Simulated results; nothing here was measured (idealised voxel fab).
This section sets out a process module, namely voxel capacitor over wiring.
The width of the displayed cross-section, cut, is 210 nm; its cells are square, with a size of 5 nm.
Think of the cross-section as a grid of square cells. We describe it in bands, top to bottom, and each band covers one or more rows of those cells. Each band's line starts with the height of the band's top and of its bottom, in nm. Then come its materials from left to right, each with its width in nm. One material with "everywhere" fills the band from edge to edge. "blank" is empty space. Beneath 0, the wafer as received is one material, and that level is where height counting begins. The lowest band goes on downward without a bottom; it is written like "0..down". When a width is written as two numbers, as in "30..40", the first number is the width in the top row of cells of the band and the second is the width in its bottom row, and the width changes by the same amount from each row to the next. Basically "nothing got changed" means that step didn't change any cell in the cross-section. The label "Enclosed void inventory" introduces a list of the empty spaces, 8 cells or larger, that have no open way up to the top; each entry in it reads width x height at distance, where the distance is taken from the left edge and all three are stated in nm. Where a step's line continues beyond its settings, the continuation is a remark by the simulator itself on that step. The optional step-line setting "overlay nm" applies to steps with a mask and quantifies how far to the right of its planned location the mask lay, a negative value indicating leftward placement.

**Here's what the planned process steps look like**
1 op RECEIVE | material Si
2 op CONFORMAL_DEP | material SiO2 | thk nm 10
3 op CONFORMAL_DEP | material SiCN | thk nm 5
4 op DIRECTIONAL_DEP | material SiO2 | thk nm 15
5 op PATTERN | tone open | mask id METAL_1 | material resist | width nm 30 | pitch nm 95 | thk nm 20 | overlay nm 0
6 op DIRECTIONAL_ETCH | etch materials SiO2 | depth nm 15
7 op DIRECTIONAL_ETCH | etch materials SiCN | depth nm 5
8 op STRIP | etch materials resist
9 op CONFORMAL_DEP | material TiN | thk nm 5
10 op FILL_DEP | material Cu | thk nm 5
11 op CMP | height nm 30
12 op CONFORMAL_DEP | material SiCN | thk nm 5
13 op DIRECTIONAL_DEP | material lowk | thk nm 20
14 op PATTERN | tone open | mask id PLUG_1 | material resist | width nm 15 | thk nm 15 | overlay nm 0
15 op DIRECTIONAL_ETCH | etch materials lowk | depth nm 20
16 op DIRECTIONAL_ETCH | etch materials SiCN | depth nm 5
17 op STRIP | etch materials resist
18 op EPI | material Ru | thk nm 10
19 op EPI | material Ru | thk nm 10
20 op EPI | material Ru | thk nm 5
21 op DIRECTIONAL_DEP | material TiN | thk nm 5
22 op DIRECTIONAL_DEP | material HfO2 | thk nm 5
23 op DIRECTIONAL_DEP | material TiN | thk nm 5
24 op MASKED_ETCH | tone cover | mask id UPPER_PLATE | width nm 70 | etch materials TiN | depth nm 5 | overlay nm 0
25 op MASKED_ETCH | tone cover | mask id UPPER_PLATE | width nm 70 | etch materials HfO2 | depth nm 5 | overlay nm 0
26 op MASKED_ETCH | tone cover | mask id LOWER_PLATE | width nm 70 | etch materials TiN | depth nm 5 | overlay nm 0
27 op FILL_DEP | material SiO2 | thk nm 15
28 op CMP | height nm 80
29 op DIRECTIONAL_DEP | material aC | thk nm 15
30 op PATTERN | tone open | mask id PLUG_2 | material resist | width nm 15 | thk nm 30 | overlay nm 0
31 op DIRECTIONAL_ETCH | etch materials aC | depth nm 15
32 op STRIP | etch materials resist
33 op DIRECTIONAL_ETCH | etch materials SiO2 | depth nm 10
34 op STRIP | etch materials aC
35 op CONFORMAL_DEP | material TiN | thk nm 5
36 op FILL_DEP | material W | thk nm 5
37 op CMP | height nm 80
38 op CONFORMAL_DEP | material SiN | thk nm 5
All wafers enter the flow in the same state. The width nm at step 26 differs from wafer to wafer, and the plan gives the value for the first wafer.

**The as-received cross-section of the first of several wafers corresponds to the state after step 1**
> 0..down: Si everywhere
> Enclosed void inventory: none

**Note: the following table is arranged by wafer, a row apiece. Each row reports the end-of-module state: per material, cells gained (+) or cells lost (-) compared with the wafer as received; closed voids follow**
width nm 70, +24 Cu, +14 HfO2, +15 Ru, +69 SiCN, +42 SiN, +336 SiO2, +57 TiN, +1 W, +156 lowk, Enclosed void inventory: none
width nm 75, +24 Cu, +14 HfO2, +15 Ru, +69 SiCN, +42 SiN, +335 SiO2, +58 TiN, +1 W, +156 lowk, Enclosed void inventory: none
width nm 80, +24 Cu, +14 HfO2, +15 Ru, +69 SiCN, +42 SiN, +334 SiO2, +59 TiN, +1 W, +156 lowk, Enclosed void inventory: none
width nm 85, +24 Cu, +14 HfO2, +15 Ru, +69 SiCN, +42 SiN, +333 SiO2, +60 TiN, +1 W, +156 lowk, Enclosed void inventory: none
width nm 90, +24 Cu, +14 HfO2, +15 Ru, +69 SiCN, +42 SiN, +332 SiO2, +61 TiN, +1 W, +156 lowk, Enclosed void inventory: none
width nm 95, +24 Cu, +14 HfO2, +15 Ru, +69 SiCN, +42 SiN, +331 SiO2, +62 TiN, +1 W, +156 lowk, Enclosed void inventory: none
